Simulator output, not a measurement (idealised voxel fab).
process module | voxel self aligned contacts
cross-section cut | 170 nm wide | cells 5 nm
A cross-section is a grid of square cells, given in bands from the top down. A band is one or more rows of cells.
Each band's line starts with the height of the band's top and of its bottom, in nm. Then come its materials from left to right, each with its width in nm. One material with "throughout" fills the band from edge to edge. "air" is empty space.
Height 0 is the level under which the wafer as received is all one material. The lowest band goes on downwards, as in "0 down".
A width such as "30 to 40" changes by the same amount from each row of cells to the next, from the band's top row to its bottom row.
"no change" after a step means that no cell of the cross-section changed.
closed voids: empty space of 8 cells or more with no open way to the top, each as width x height at its distance from the left edge, in nm
after a step's settings: what the simulator itself notes on the step
overlay nm, on a step with a mask: how far to the right of its planned place the mask lay; to the left if negative
plan
1 op RECEIVE | material Si
2 op CONFORMAL_DEP | material SiO2 | thk nm 5
3 op DIRECTIONAL_DEP | material polySi | thk nm 30
4 op DIRECTIONAL_DEP | material SiN | thk nm 20
5 op MASKED_ETCH | tone cover | mask id GATE | width nm 35 | pitch nm 70 | etch materials SiN | depth nm 20 | overlay nm 0
6 op MASKED_ETCH | tone cover | mask id GATE | width nm 35 | pitch nm 70 | etch materials polySi | depth nm 30 | overlay nm 0
7 op CONFORMAL_DEP | material SiN | thk nm 5
8 op DIRECTIONAL_ETCH | etch materials SiN | depth nm 5
9 op FILL_DEP | material SiO2 | thk nm 20
10 op CMP | height nm 65
11 op MASKED_ETCH | tone open | mask id CONTACT | width nm 45 | etch materials SiO2 | depth nm 65 | overlay nm 0
12 op CONFORMAL_DEP | material TiN | thk nm 5
13 op FILL_DEP | material Ru | thk nm 10
14 op CMP | height nm 65
15 op CONFORMAL_DEP | material SiCN | thk nm 5
first wafer, as planned
as received, after step 1
  0 down: Si throughout
  closed voids: none
after step 2
  5 to 0: SiO2 throughout
  below 0: unchanged
after step 3
  35 to 5: polySi throughout
  below 5: unchanged
after step 4
  55 to 35: SiN throughout
  below 35: unchanged
after step 5
  55 to 35: air 30 | SiN 35 | air 35 | SiN 35 | air 35
  below 35: unchanged
after step 6
  55 to 35: air 30 | SiN 35 | air 35 | SiN 35 | air 35
  35 to 5: air 30 | polySi 35 | air 35 | polySi 35 | air 35
  below 5: unchanged
after step 7
  60 to 35: air 25 | SiN 45 | air 25 | SiN 45 | air 30
  35 to 10: air 25 | SiN 5 | polySi 35 | SiN 5 | air 25 | SiN 5 | polySi 35 | SiN 5 | air 30
  10 to 5: SiN 30 | polySi 35 | SiN 35 | polySi 35 | SiN 35
  below 5: unchanged
after step 8
  55 to 35: air 25 | SiN 45 | air 25 | SiN 45 | air 30
  35 to 5: air 25 | SiN 5 | polySi 35 | SiN 5 | air 25 | SiN 5 | polySi 35 | SiN 5 | air 30
  below 5: unchanged
after step 9
  75 to 55: SiO2 throughout
  55 to 35: SiO2 25 | SiN 45 | SiO2 25 | SiN 45 | SiO2 30
  35 to 5: SiO2 25 | SiN 5 | polySi 35 | SiN 5 | SiO2 25 | SiN 5 | polySi 35 | SiN 5 | SiO2 30
  below 5: unchanged
after step 10
  65 to 55: SiO2 throughout
  below 55: unchanged
after step 11
  65 to 55: SiO2 60 | air 45 | SiO2 65
  55 to 35: SiO2 25 | SiN 45 | air 25 | SiN 45 | SiO2 30
  35 to 5: SiO2 25 | SiN 5 | polySi 35 | SiN 5 | air 25 | SiN 5 | polySi 35 | SiN 5 | SiO2 30
  5 to 0: SiO2 70 | air 25 | SiO2 75
  below 0: unchanged
after step 12
  70 to 65: TiN 65 | air 35 | TiN 70
  65 to 55: SiO2 60 | TiN 5 to 15 | air 35 to 15 | TiN 5 to 15 | SiO2 65
  55 to 35: SiO2 25 | SiN 45 | TiN 5 | air 15 | TiN 5 | SiN 45 | SiO2 30
  35 to 5: SiO2 25 | SiN 5 | polySi 35 | SiN 5 | TiN 5 | air 15 | TiN 5 | SiN 5 | polySi 35 | SiN 5 | SiO2 30
  5 to 0: SiO2 70 | TiN 25 | SiO2 75
  below 0: unchanged
after step 13
  80 to 70: Ru throughout
  70 to 65: TiN 65 | Ru 35 | TiN 70
  65 to 55: SiO2 60 | TiN 5 to 15 | Ru 35 to 15 | TiN 5 to 15 | SiO2 65
  55 to 35: SiO2 25 | SiN 45 | TiN 5 | Ru 15 | TiN 5 | SiN 45 | SiO2 30
  35 to 5: SiO2 25 | SiN 5 | polySi 35 | SiN 5 | TiN 5 | Ru 15 | TiN 5 | SiN 5 | polySi 35 | SiN 5 | SiO2 30
  below 5: unchanged
after step 14
  65 to 55: SiO2 60 | TiN 5 to 15 | Ru 35 to 15 | TiN 5 to 15 | SiO2 65
  below 55: unchanged
after step 15
  70 to 65: SiCN throughout
  below 65: unchanged
second wafer: like start, like plan, one mistake. Through step 3 it matches the first wafer
when step 4 should have ended
  75 to 35: SiN throughout
  below 35: unchanged
when step 5 should have ended
  75 to 55: air 30 | SiN 35 | air 35 | SiN 35 | air 35
  below 55: unchanged
when step 6 should have ended: no change
when step 7 should have ended
  80 to 60: air 25 | SiN 45 | air 25 | SiN 45 | air 30
  60 to 35: SiN throughout
  below 35: unchanged
when step 8 should have ended
  75 to 55: air 25 | SiN 45 | air 25 | SiN 45 | air 30
  below 55: unchanged
when step 9 should have ended
  95 to 75: SiO2 throughout
  75 to 55: SiO2 25 | SiN 45 | SiO2 25 | SiN 45 | SiO2 30
  below 55: unchanged
when step 10 should have ended
  65 to 55: SiO2 25 | SiN 45 | SiO2 25 | SiN 45 | SiO2 30
  below 55: unchanged
when step 11 should have ended
  65 to 55: SiO2 25 | SiN 45 | air 25 | SiN 45 | SiO2 30
  below 55: unchanged
when step 12 should have ended
  70 to 65: TiN 75 | air 15 | TiN 80
  65 to 60: SiO2 25 | SiN 45 | TiN 5 | air 15 | TiN 5 | SiN 45 | SiO2 30
  60 to 55: SiO2 25 | SiN 45 | TiN 25 | SiN 45 | SiO2 30
  below 55: unchanged
when step 13 should have ended
  80 to 70: Ru throughout
  70 to 65: TiN 75 | Ru 15 | TiN 80
  65 to 60: SiO2 25 | SiN 45 | TiN 5 | Ru 15 | TiN 5 | SiN 45 | SiO2 30
  below 60: unchanged
when step 14 should have ended
  65 to 60: SiO2 25 | SiN 45 | TiN 5 | Ru 15 | TiN 5 | SiN 45 | SiO2 30
  below 60: unchanged
when step 15 should have ended
  70 to 65: SiCN throughout
  below 65: unchanged
what went wrong: step 4 was run twice
at the end the second wafer has, in cells: 37 fewer of Ru | 76 more of SiN | 133 fewer of SiO2 | 26 fewer of TiN | 120 more of polySi
